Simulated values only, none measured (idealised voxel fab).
The following process module bears the name voxel transistor to metal.
This is section cut - it's 150 nm across, gridded in 5 nm square cells.
Each cross-section below is a grid of square cells, stated as bands in top-down order, with one or more rows of cells making up each band.
Read a band's entry like this: the first values are the height of its top and the height of its bottom in nm, and what follows is the sequence of materials from left to right, each with its width in nm. Note that "blank" is empty space, and that a single material marked "full width" reaches across the band from edge to edge.
All heights in this document are referenced to 0, defined as the level beneath which the wafer, as received, consists entirely of one material. The lowest band is not bounded below; it extends indefinitely downward and is written in the form "z 0 and below".
With a width like "30 to 40", each row of cells in the band differs from the next by the same amount, the top row carrying the first number and the bottom row the second.
"no change occurred" for a step: no cell of the cross-section changed in that step.
Empty spaces without an open route to the top, at least 8 cells in extent, make up the entry "Closed-off voids"; each is given as width x height at distance, where the distance is measured from the left edge, and all are in nm.
On each step's line, the part that comes after the settings is the simulator's own comment on the step.
"overlay nm" answers the question of how far to the right of plan the mask lay on a step that has a mask, and when it is negative the answer is to the left.
[Process steps foreseen in the plan]
1,RECEIVE: material Si
2,CONFORMAL_DEP: material SiO2, thk nm 5
3,CONFORMAL_DEP: material SiN, thk nm 15
4,MASKED_ETCH: tone cover, mask id ACTIVE, width nm 105, etch materials SiN, depth nm 15, overlay nm 0
5,MASKED_ETCH: tone cover, mask id ACTIVE, width nm 105, etch materials SiO2, depth nm 5, overlay nm 0
6,MASKED_ETCH: tone cover, mask id ACTIVE, width nm 105, etch materials Si, depth nm 30, overlay nm 0
7,FILL_DEP: material SiO2, thk nm 10
8,CMP: height nm 20
9,SELECTIVE_ETCH: etch materials SiO2, depth nm 10
10,STRIP: etch materials SiN
11,SELECTIVE_ETCH: etch materials SiO2, depth nm 5
12,OXIDIZE: depth nm 5
13,DIRECTIONAL_DEP: material polySi, thk nm 20
14,DIRECTIONAL_DEP: material SiCN, thk nm 10
15,MASKED_ETCH: tone cover, mask id GATE, width nm 25, etch materials SiCN, depth nm 20, overlay nm 0
16,MASKED_ETCH: tone cover, mask id GATE, width nm 25, etch materials polySi, depth nm 30, overlay nm 0
17,CONFORMAL_DEP: material SiN, thk nm 5
18,DIRECTIONAL_ETCH: etch materials SiN, depth nm 5
19,DIRECTIONAL_ETCH: etch materials SiO2, depth nm 5
20,EPI: material nSi, thk nm 5
21,FILL_DEP: material SiO2, thk nm 10
22,CMP: height nm 30
23,DIRECTIONAL_DEP: material SiO2, thk nm 10
24,MASKED_ETCH: tone open, mask id CONTACT, width nm 15, pitch nm 80, etch materials SiO2, depth nm 40, overlay nm 0
25,CONFORMAL_DEP: material TiN, thk nm 5
26,FILL_DEP: material W, thk nm 10
27,CMP: height nm 30
28,CONFORMAL_DEP: material SiCN, thk nm 5
29,DIRECTIONAL_DEP: material SiO2, thk nm 15
30,MASKED_ETCH: tone open, mask id METAL_1, width nm 15, pitch nm 80, etch materials SiO2, depth nm 15, overlay nm 0
31,MASKED_ETCH: tone open, mask id METAL_1, width nm 15, pitch nm 80, etch materials SiCN, depth nm 5, overlay nm 0
32,CONFORMAL_DEP: material TiN, thk nm 5
33,FILL_DEP: material Cu, thk nm 10
34,CMP: height nm 60
35,CONFORMAL_DEP: material SiCN, thk nm 5
36,DIRECTIONAL_DEP: material SiO2, thk nm 25
37,MASKED_ETCH: tone open, mask id METAL_2, width nm 15, pitch nm 80, etch materials SiO2, depth nm 15, overlay nm 0
38,MASKED_ETCH: tone open, mask id METAL_2_HOLES, width nm 15, pitch nm 80, etch materials SiO2, depth nm 10, overlay nm 0
39,MASKED_ETCH: tone open, mask id METAL_2_HOLES, width nm 15, pitch nm 80, etch materials SiCN, depth nm 5, overlay nm 0
40,CONFORMAL_DEP: material TiN, thk nm 5
41,FILL_DEP: material Ru, thk nm 10
42,CMP: height nm 90
43,CONFORMAL_DEP: material SiN, thk nm 5
varied across the wafers: height nm of step 27. The plan shows the first wafer's value. All wafers start alike
[The as-received cross-section of the first of several wafers corresponds to the state after step 1]
    z 0 and below | Si full width
    Closed-off voids: none
[Tabulated below, wafer by wafer, are the end-of-module results: for each material, the number of cells gained (+) or lost (-) relative to the as-received state, followed by the closed voids]
height nm 30; +38 Cu; +10 Ru; -75 Si; +58 SiCN; +44 SiN; +353 SiO2; +98 TiN; +10 W; +14 nSi; +20 polySi; Closed-off voids: none
height nm 35; +8 Cu; +10 Ru; -75 Si; +58 SiCN; +44 SiN; +377 SiO2; +102 TiN; +12 W; +14 nSi; +20 polySi; Closed-off voids: none
height nm 40; +6 Cu; +10 Ru; -75 Si; +58 SiCN; +44 SiN; +401 SiO2; +78 TiN; +14 W; +14 nSi; +20 polySi; Closed-off voids: none
height nm 45; +4 Cu; +10 Ru; -75 Si; +58 SiCN; +44 SiN; +377 SiO2; +102 TiN; +16 W; +14 nSi; +20 polySi; Closed-off voids: none
height nm 50; +2 Cu; +10 Ru; -75 Si; +58 SiCN; +44 SiN; +353 SiO2; +98 TiN; +46 W; +14 nSi; +20 polySi; Closed-off voids: none
height nm 55; +10 Ru; -75 Si; +58 SiCN; +44 SiN; +329 SiO2; +94 TiN; +76 W; +14 nSi; +20 polySi; Closed-off voids: none
